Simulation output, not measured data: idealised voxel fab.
Process module, titled voxel released beams
It is cross-section cut that appears here, measuring 295 nm in width, its square cells being 5 nm in size.
Reading order for cross-sections: top band down to bottom band. Underlying form: a grid of square cells. Band size: one or more rows of cells.
Band: top height; bottom height; in nm. Then, left to right: material with width in nm, for each material. "throughout": a single material spanning edge to edge. "air": empty space.
The reference from which all heights are counted is 0, the level beneath which the as-received wafer is entirely one material; the lowest band, having no lower bound, proceeds downward and is written after the example "top 0, no bottom".
Note: "30 to 40" means the width goes from the first number (top row of the band) to the second number (bottom row) in equal steps per row of cells.
When a step is marked "nothing changed", none of the cells in the cross-section changed during that step.
Each empty space that has no open way to the top and spans at least 8 cells appears under "Fully enclosed voids" as width x height at distance, the distance counted from the left edge, all in nm.
Note: text after step settings on the step line = simulator remark on that step.
"overlay nm" answers the question of how far to the right of plan the mask lay on a step that has a mask, and when it is negative the answer is to the left.

Planned step list for the process
step 1: RECEIVE (material Si)
step 2: CONFORMAL_DEP (material Al2O3; thk nm 5)
step 3: DIRECTIONAL_DEP (material SiO2; thk nm 15)
step 4: DIRECTIONAL_DEP (material aC; thk nm 15)
step 5: PATTERN (tone open; mask id ANCHOR; material resist; width nm 40; thk nm 35; overlay nm 0)
step 6: DIRECTIONAL_ETCH (etch materials aC; depth nm 15)
step 7: STRIP (etch materials resist)
step 8: DIRECTIONAL_ETCH (etch materials SiO2; depth nm 15)
step 9: STRIP (etch materials aC)
step 10: CONFORMAL_DEP (material SiN; thk nm 15)
step 11: DIRECTIONAL_DEP (material aC; thk nm 15)
step 12: PATTERN (tone cover; mask id BEAM; material resist; width nm 95; thk nm 30; overlay nm 0)
step 13: DIRECTIONAL_ETCH (etch materials aC; depth nm 15)
step 14: STRIP (etch materials resist)
step 15: DIRECTIONAL_ETCH (etch materials SiN; depth nm 15)
step 16: STRIP (etch materials aC)
step 17: STRIP (etch materials SiO2)

Concerning the first of two wafers, which was run in accordance with the plan

This is the cross-section of the wafer as we received it, i.e. after step 1
  top 0, no bottom = Si throughout
  Fully enclosed voids: none

The wafer in cross-section once step 2 is complete
  top 5, bottom 0 = Al2O3 throughout
  Whatever lies below 0 is exactly as it was before.

The wafer in cross-section once step 3 is complete
  top 20, bottom 5 = SiO2 throughout
  Whatever lies below 5 is exactly as it was before.

The wafer in cross-section once step 4 is complete
  top 35, bottom 20 = aC throughout
  Whatever lies below 20 is exactly as it was before.

The wafer in cross-section once step 5 is complete
  top 70, bottom 35 = resist: 100, then air: 40, then resist: 155
  Whatever lies below 35 is exactly as it was before.

The wafer in cross-section once step 6 is complete
  top 55, bottom 35 = resist: 100, then air: 40, then resist: 155
  top 35, bottom 20 = aC: 100, then air: 40, then aC: 155
  Whatever lies below 20 is exactly as it was before.

The wafer in cross-section once step 7 is complete
  top 35, bottom 20 = aC: 100, then air: 40, then aC: 155
  Whatever lies below 20 is exactly as it was before.

The wafer in cross-section once step 8 is complete
  top 35, bottom 20 = aC: 100, then air: 40, then aC: 155
  top 20, bottom 5 = SiO2: 100, then air: 40, then SiO2: 155
  Whatever lies below 5 is exactly as it was before.

The wafer in cross-section once step 9 is complete
  top 20, bottom 5 = SiO2: 100, then air: 40, then SiO2: 155
  Whatever lies below 5 is exactly as it was before.

The wafer in cross-section once step 10 is complete
  top 35, bottom 20 = SiN: 115, then air: 10, then SiN: 170
  top 20, bottom 5 = SiO2: 100, then SiN: 40, then SiO2: 155
  Whatever lies below 5 is exactly as it was before.

The wafer in cross-section once step 11 is complete
  top 50, bottom 35 = aC: 115, then air: 10, then aC: 170
  top 35, bottom 20 = SiN: 115, then aC: 10, then SiN: 170
  Whatever lies below 20 is exactly as it was before.

The wafer in cross-section once step 12 is complete
  top 80, bottom 50 = air: 95, then resist: 95, then air: 105
  top 50, bottom 35 = aC: 115, then resist: 10, then aC: 170
  Whatever lies below 35 is exactly as it was before.

The wafer in cross-section once step 13 is complete
  top 65, bottom 50 = air: 95, then resist: 95, then air: 105
  top 50, bottom 35 = air: 95, then aC: 20, then resist: 10, then aC: 65, then air: 105
  Whatever lies below 35 is exactly as it was before.

The wafer in cross-section once step 14 is complete
  top 50, bottom 35 = air: 95, then aC: 20, then air: 10, then aC: 65, then air: 105
  Whatever lies below 35 is exactly as it was before.

The wafer in cross-section once step 15 is complete
  top 50, bottom 35 = air: 95, then aC: 20, then air: 10, then aC: 65, then air: 105
  top 35, bottom 20 = air: 95, then SiN: 20, then aC: 10, then SiN: 65, then air: 105
  Whatever lies below 20 is exactly as it was before.

The wafer in cross-section once step 16 is complete
  top 35, bottom 20 = air: 95, then SiN: 20, then air: 10, then SiN: 65, then air: 105
  Whatever lies below 20 is exactly as it was before.

The wafer in cross-section once step 17 is complete
  top 35, bottom 20 = air: 95, then SiN: 20, then air: 10, then SiN: 65, then air: 105
  top 20, bottom 5 = air: 100, then SiN: 40, then air: 155
  Whatever lies below 5 is exactly as it was before.

The second wafer began exactly as the first did and followed the same plan, but one mistake was made while running it; through step 3 inclusive, the two wafers are identical

Look at the second wafer in cross-section at the time step 4 ought to have finished
  top 35, bottom 20 = Al2O3 throughout
  Whatever lies below 20 is exactly as it was before.

Look at the second wafer in cross-section at the time step 5 ought to have finished
  top 70, bottom 35 = resist: 100, then air: 40, then resist: 155
  Whatever lies below 35 is exactly as it was before.

Look at the second wafer in cross-section at the time step 6 ought to have finished
  top 55, bottom 35 = resist: 100, then air: 40, then resist: 155
  Whatever lies below 35 is exactly as it was before.

Look at the second wafer in cross-section at the time step 7 ought to have finished
  top 35, bottom 20 = Al2O3 throughout
  Whatever lies below 20 is exactly as it was before.

Look at the second wafer in cross-section at the time step 8 ought to have finished: nothing changed

Look at the second wafer in cross-section at the time step 9 ought to have finished: nothing changed

Look at the second wafer in cross-section at the time step 10 ought to have finished
  top 50, bottom 35 = SiN throughout
  Whatever lies below 35 is exactly as it was before.

Look at the second wafer in cross-section at the time step 11 ought to have finished
  top 65, bottom 50 = aC throughout
  Whatever lies below 50 is exactly as it was before.

Look at the second wafer in cross-section at the time step 12 ought to have finished
  top 95, bottom 65 = air: 95, then resist: 95, then air: 105
  Whatever lies below 65 is exactly as it was before.

Look at the second wafer in cross-section at the time step 13 ought to have finished
  top 80, bottom 65 = air: 95, then resist: 95, then air: 105
  top 65, bottom 50 = air: 95, then aC: 95, then air: 105
  Whatever lies below 50 is exactly as it was before.

Look at the second wafer in cross-section at the time step 14 ought to have finished
  top 65, bottom 50 = air: 95, then aC: 95, then air: 105
  Whatever lies below 50 is exactly as it was before.

Look at the second wafer in cross-section at the time step 15 ought to have finished
  top 65, bottom 50 = air: 95, then aC: 95, then air: 105
  top 50, bottom 35 = air: 95, then SiN: 95, then air: 105
  Whatever lies below 35 is exactly as it was before.

Look at the second wafer in cross-section at the time step 16 ought to have finished
  top 50, bottom 35 = air: 95, then SiN: 95, then air: 105
  Whatever lies below 35 is exactly as it was before.

Look at the second wafer in cross-section at the time step 17 ought to have finished: nothing changed
It is concluded that the wafer was processed incorrectly with respect to the plan, in that step 4 was run on a setting that differed from the plan, and what really ran there is DIRECTIONAL_DEP (material Al2O3; thk nm 15)
Per the end-of-run cell counts, the second wafer holds more or fewer of some materials than the first: +177 Al2O3 | -18 SiN | +177 SiO2
